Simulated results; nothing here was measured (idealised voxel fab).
process module | voxel air gaps
cross-section cut | 245 nm wide | cells 5 nm
A cross-section is a grid of square cells, given in bands from the top down. A band is one or more rows of cells.
Each band's line starts with the height of the band's top and of its bottom, in nm. Then come its materials from left to right, each with its width in nm. One material with "throughout" fills the band from edge to edge. "air" is empty space.
Height 0 is the level under which the wafer as received is all one material. The lowest band goes on downwards, as in "0 down".
A width such as "30 to 40" changes by the same amount from each row of cells to the next, from the band's top row to its bottom row.
"no change" after a step means that no cell of the cross-section changed.
closed voids: empty space of 8 cells or more with no open way to the top, each as width x height at its distance from the left edge, in nm
after a step's settings: what the simulator itself notes on the step
overlay nm, on a step with a mask: how far to the right of its planned place the mask lay; to the left if negative
plan
1 op RECEIVE | material Si
2 op CONFORMAL_DEP | material SiO2 | thk nm 10
3 op CONFORMAL_DEP | material SiN | thk nm 5
4 op DIRECTIONAL_DEP | material SiO2 | thk nm 35
5 op PATTERN | tone open | mask id LINES | material resist | width nm 20 | pitch nm 50 | thk nm 20 | overlay nm -15
6 op DIRECTIONAL_ETCH | etch materials SiO2 | depth nm 35
7 op STRIP | etch materials resist
8 op CONFORMAL_DEP | material TiN | thk nm 5
9 op FILL_DEP | material W | thk nm 10
10 op CMP | height nm 50
11 op EPI | material Ru | thk nm 10
12 op SELECTIVE_ETCH | etch materials SiO2 | depth nm 45
13 op CONFORMAL_DEP | material SiN | thk nm 5
varied across the wafers: overlay nm of step 5. The plan shows the first wafer's value. All wafers start alike
first wafer as received, after step 1
  0 down: Si throughout
  closed voids: none
first wafer at the end, after step 13
  65 to 60: air 30 | SiN 150 | air 65
  60 to 50: air 30 | SiN 5 | Ru 40 | SiN 10 | Ru 40 | SiN 10 | Ru 40 | SiN 5 | air 65
  50 to 45: air 30 | SiN 15 | TiN 5 | W 10 | TiN 5 | SiN 30 | TiN 5 | W 10 | TiN 5 | SiN 30 | TiN 5 | W 10 | TiN 5 | SiN 15 | air 65
  45 to 20: air 40 | SiN 5 | TiN 5 | W 10 | TiN 5 | SiN 5 | air 20 | SiN 5 | TiN 5 | W 10 | TiN 5 | SiN 5 | air 20 | SiN 5 | TiN 5 | W 10 | TiN 5 | SiN 5 | air 75
  20 to 15: SiN 45 | TiN 20 | SiN 30 | TiN 20 | SiN 30 | TiN 20 | SiN 80
  15 to 10: SiN throughout
  10 to 0: SiO2 throughout
  0 down: Si throughout
  closed voids: 20 x 25 at 70; 20 x 25 at 120
last wafer at the end
  65 to 60: air 60 | SiN 150 | air 35
  60 to 50: air 60 | SiN 5 | Ru 40 | SiN 10 | Ru 40 | SiN 10 | Ru 40 | SiN 5 | air 35
  50 to 45: air 60 | SiN 15 | TiN 5 | W 10 | TiN 5 | SiN 30 | TiN 5 | W 10 | TiN 5 | SiN 30 | TiN 5 | W 10 | TiN 5 | SiN 15 | air 35
  45 to 20: air 70 | SiN 5 | TiN 5 | W 10 | TiN 5 | SiN 5 | air 20 | SiN 5 | TiN 5 | W 10 | TiN 5 | SiN 5 | air 20 | SiN 5 | TiN 5 | W 10 | TiN 5 | SiN 5 | air 45
  20 to 15: SiN 75 | TiN 20 | SiN 30 | TiN 20 | SiN 30 | TiN 20 | SiN 50
  15 to 10: SiN throughout
  10 to 0: SiO2 throughout
  0 down: Si throughout
  closed voids: 20 x 25 at 100; 20 x 25 at 150
each wafer at the end: cells of each material gained (+) or lost (-) since it was received, then its closed voids
overlay nm -15 | +48 Ru | +176 SiN | +98 SiO2 | +48 TiN | +36 W | closed voids: 20 x 25 at 70; 20 x 25 at 120
overlay nm -10 | +48 Ru | +176 SiN | +98 SiO2 | +48 TiN | +36 W | closed voids: 20 x 25 at 75; 20 x 25 at 125
overlay nm -5 | +48 Ru | +176 SiN | +98 SiO2 | +48 TiN | +36 W | closed voids: 20 x 25 at 80; 20 x 25 at 130
overlay nm 0 | +48 Ru | +176 SiN | +98 SiO2 | +48 TiN | +36 W | closed voids: 20 x 25 at 85; 20 x 25 at 135
overlay nm 5 | +48 Ru | +176 SiN | +98 SiO2 | +48 TiN | +36 W | closed voids: 20 x 25 at 90; 20 x 25 at 140
overlay nm 10 | +48 Ru | +176 SiN | +98 SiO2 | +48 TiN | +36 W | closed voids: 20 x 25 at 95; 20 x 25 at 145
overlay nm 15 | +48 Ru | +176 SiN | +98 SiO2 | +48 TiN | +36 W | closed voids: 20 x 25 at 100; 20 x 25 at 150
